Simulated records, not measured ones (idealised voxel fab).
The name of this process module is voxel ribs on slabs.
Pictured: cross-section cut, 275 nm wide, on a grid of 5 nm square cells.
Notation: cross-section as square-cell grid; stated in bands, top first, going down; one or more cell rows per band.
Heights first: top, then bottom, in nm. Then materials, left to right, each with a width in nm. "all across" on a single material: fills the band edge to edge. "air": empty space.
Height datum 0, below which the as-received substrate wafer is one material. Lowest band open at the bottom, running downward: "0 nm and below".
Graded width ("30..40"): value in top row of band = first number; value in bottom row = second number; row-to-row change constant.
"nothing got changed" means the step left every cell of the cross-section as it was.
Closed empty spaces (no open way to the top) of 8 cells or more are what "Closed cavities" lists, each as width x height at distance from the left edge, nm for all three.
The remark found on a step's line after its settings is issued by the simulator itself and pertains to that step.
overlay nm: step with mask; distance mask lay right of planned place; negative value = left of planned place.

Below is the list of planned process steps
step 1: op RECEIVE | material Si
step 2: op DIRECTIONAL_DEP | material SiO2 | thk nm 25
step 3: op DIRECTIONAL_DEP | material SiN | thk nm 25
step 4: op PATTERN | tone cover | mask id RIB | material resist | width nm 25 | thk nm 15 | overlay nm 0
step 5: op DIRECTIONAL_ETCH | etch materials SiN | depth nm 20
step 6: op STRIP | etch materials resist
step 7: op MASKED_ETCH | tone cover | mask id SLAB | width nm 85 | etch materials SiN | depth nm 5 | overlay nm 0
step 8: op FILL_DEP | material SiO2 | thk nm 25
step 9: op CMP | height nm 70
step 10: op DIRECTIONAL_DEP | material W | thk nm 5
step 11: op MASKED_ETCH | tone cover | mask id HEATER | width nm 35 | etch materials W | depth nm 5 | overlay nm 0
step 12: op CONFORMAL_DEP | material SiO2 | thk nm 10

Cross-section: wafer on arrival = after step 1
> 0 nm and below | Si all across
> Closed cavities: none

Wafer cross-section at module end: first of two, run to plan
> 85 nm to 80 nm | 110 air | 55 SiO2 | 110 air
> 80 nm to 75 nm | SiO2 all across
> 75 nm to 70 nm | 120 SiO2 | 35 W | 120 SiO2
> 70 nm to 50 nm | SiO2 all across
> 50 nm to 30 nm | 125 SiO2 | 25 SiN | 125 SiO2
> 30 nm to 25 nm | 95 SiO2 | 85 SiN | 95 SiO2
> 25 nm to 0 nm | SiO2 all across
> 0 nm and below | Si all across
> Closed cavities: none

Wafer two cross-section, module end. Start and plan unchanged from wafer one; one mistake made during the run
> 85 nm to 80 nm | 110 air | 55 SiO2 | 110 air
> 80 nm to 75 nm | SiO2 all across
> 75 nm to 70 nm | 120 SiO2 | 35 W | 120 SiO2
> 70 nm to 25 nm | SiO2 all across
> 25 nm to 0 nm | SiN all across
> 0 nm and below | Si all across
> Closed cavities: none
Against the plan, the run slipped here: it was found that steps 2 and 3 of the process plan had been performed in exchanged positions
FYI, end of process, the second wafer has more or fewer cells of some materials than the first: 238 more of SiN, 238 fewer of SiO2
